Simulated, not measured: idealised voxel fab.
process module | voxel capacitor over wiring
cross-section cut | 230 nm wide | cells 5 nm
A cross-section is a grid of square cells, given in bands from the top down. A band is one or more rows of cells.
Each band's line starts with the height of the band's top and of its bottom, in nm. Then come its materials from left to right, each with its width in nm. One material with "throughout" fills the band from edge to edge. "air" is empty space.
Height 0 is the level under which the wafer as received is all one material. The lowest band goes on downwards, as in "0 down".
A width such as "30 to 40" changes by the same amount from each row of cells to the next, from the band's top row to its bottom row.
"no change" after a step means that no cell of the cross-section changed.
closed voids: empty space of 8 cells or more with no open way to the top, each as width x height at its distance from the left edge, in nm
after a step's settings: what the simulator itself notes on the step
overlay nm, on a step with a mask: how far to the right of its planned place the mask lay; to the left if negative
plan
1 op RECEIVE | material Si
2 op CONFORMAL_DEP | material SiO2 | thk nm 15
3 op CONFORMAL_DEP | material SiCN | thk nm 5
4 op DIRECTIONAL_DEP | material lowk | thk nm 25
5 op DIRECTIONAL_DEP | material aC | thk nm 15
6 op PATTERN | tone open | mask id METAL_1 | material resist | width nm 25 | pitch nm 95 | thk nm 35 | overlay nm 0
7 op DIRECTIONAL_ETCH | etch materials aC | depth nm 15
8 op STRIP | etch materials resist
9 op DIRECTIONAL_ETCH | etch materials lowk | depth nm 25
10 op DIRECTIONAL_ETCH | etch materials SiCN | depth nm 5
11 op STRIP | etch materials aC
12 op CONFORMAL_DEP | material TiN | thk nm 5
13 op FILL_DEP | material Ru | thk nm 5
14 op CMP | height nm 45
15 op CONFORMAL_DEP | material SiCN | thk nm 5
16 op DIRECTIONAL_DEP | material lowk | thk nm 15
17 op DIRECTIONAL_DEP | material aC | thk nm 15
18 op PATTERN | tone open | mask id PLUG_1 | material resist | width nm 15 | thk nm 30 | overlay nm 0
19 op DIRECTIONAL_ETCH | etch materials aC | depth nm 15
20 op STRIP | etch materials resist
21 op DIRECTIONAL_ETCH | etch materials lowk | depth nm 15
22 op DIRECTIONAL_ETCH | etch materials SiCN | depth nm 5
23 op STRIP | etch materials aC
24 op CONFORMAL_DEP | material TiN | thk nm 5
25 op FILL_DEP | material W | thk nm 5
26 op CMP | height nm 65
27 op DIRECTIONAL_DEP | material TiN | thk nm 5
28 op DIRECTIONAL_DEP | material Al2O3 | thk nm 5
29 op DIRECTIONAL_DEP | material TiN | thk nm 5
30 op DIRECTIONAL_DEP | material aC | thk nm 10
31 op PATTERN | tone cover | mask id UPPER_PLATE | material resist | width nm 75 | thk nm 30 | overlay nm 0
32 op DIRECTIONAL_ETCH | etch materials aC | depth nm 10
33 op STRIP | etch materials resist
34 op DIRECTIONAL_ETCH | etch materials TiN | depth nm 5
35 op DIRECTIONAL_ETCH | etch materials Al2O3 | depth nm 5
36 op STRIP | etch materials aC
37 op MASKED_ETCH | tone cover | mask id LOWER_PLATE | width nm 85 | etch materials TiN | depth nm 5 | overlay nm 0
38 op FILL_DEP | material SiO2 | thk nm 20
39 op CMP | height nm 95
40 op PATTERN | tone open | mask id PLUG_2 | material resist | width nm 15 | thk nm 15 | overlay nm 0
41 op DIRECTIONAL_ETCH | etch materials SiO2 | depth nm 15
42 op STRIP | etch materials resist
43 op CONFORMAL_DEP | material TiN | thk nm 5
44 op FILL_DEP | material Cu | thk nm 5
45 op CMP | height nm 95
46 op CONFORMAL_DEP | material SiCN | thk nm 5
as received, after step 1
  0 down: Si throughout
  closed voids: none
first wafer at the end, as planned
  100 to 95: SiCN throughout
  95 to 85: SiO2 75 | TiN 5 | Cu 5 | TiN 5 | SiO2 140
  85 to 75: SiO2 75 to 65 | TiN 15 to 75 | SiO2 140 to 90
  75 to 70: SiO2 65 | Al2O3 75 | SiO2 90
  70 to 65: SiO2 60 | TiN 85 | SiO2 85
  65 to 50: lowk 65 | TiN 5 | W 5 | TiN 5 | lowk 150
  50 to 45: SiCN 65 | TiN 15 | SiCN 150
  45 to 20: lowk 55 | TiN 5 | Ru 15 | TiN 5 | lowk 70 | TiN 5 | Ru 15 | TiN 5 | lowk 55
  20 to 15: SiCN 55 | TiN 25 | SiCN 70 | TiN 25 | SiCN 55
  15 to 0: SiO2 throughout
  0 down: Si throughout
  closed voids: none
second wafer at the end: like start, like plan, one mistake
  105 to 100: SiCN throughout
  100 to 95: TiN 80 | Cu 5 | TiN 145
  95 to 85: SiO2 75 | TiN 5 | Cu 5 | TiN 5 | SiO2 140
  85 to 75: SiO2 75 to 65 | TiN 15 to 75 | SiO2 140 to 90
  75 to 70: SiO2 65 | Al2O3 75 | SiO2 90
  70 to 65: SiO2 60 | TiN 85 | SiO2 85
  65 to 50: lowk 65 | TiN 5 | W 5 | TiN 5 | lowk 150
  50 to 45: SiCN 65 | TiN 15 | SiCN 150
  45 to 20: lowk 55 | TiN 5 | Ru 15 | TiN 5 | lowk 70 | TiN 5 | Ru 15 | TiN 5 | lowk 55
  20 to 15: SiCN 55 | TiN 25 | SiCN 70 | TiN 25 | SiCN 55
  15 to 0: SiO2 throughout
  0 down: Si throughout
  closed voids: none
what went wrong: step 45 ran as: op CMP | height nm 100
at the end the second wafer has, in cells: 1 more of Cu | 45 more of TiN
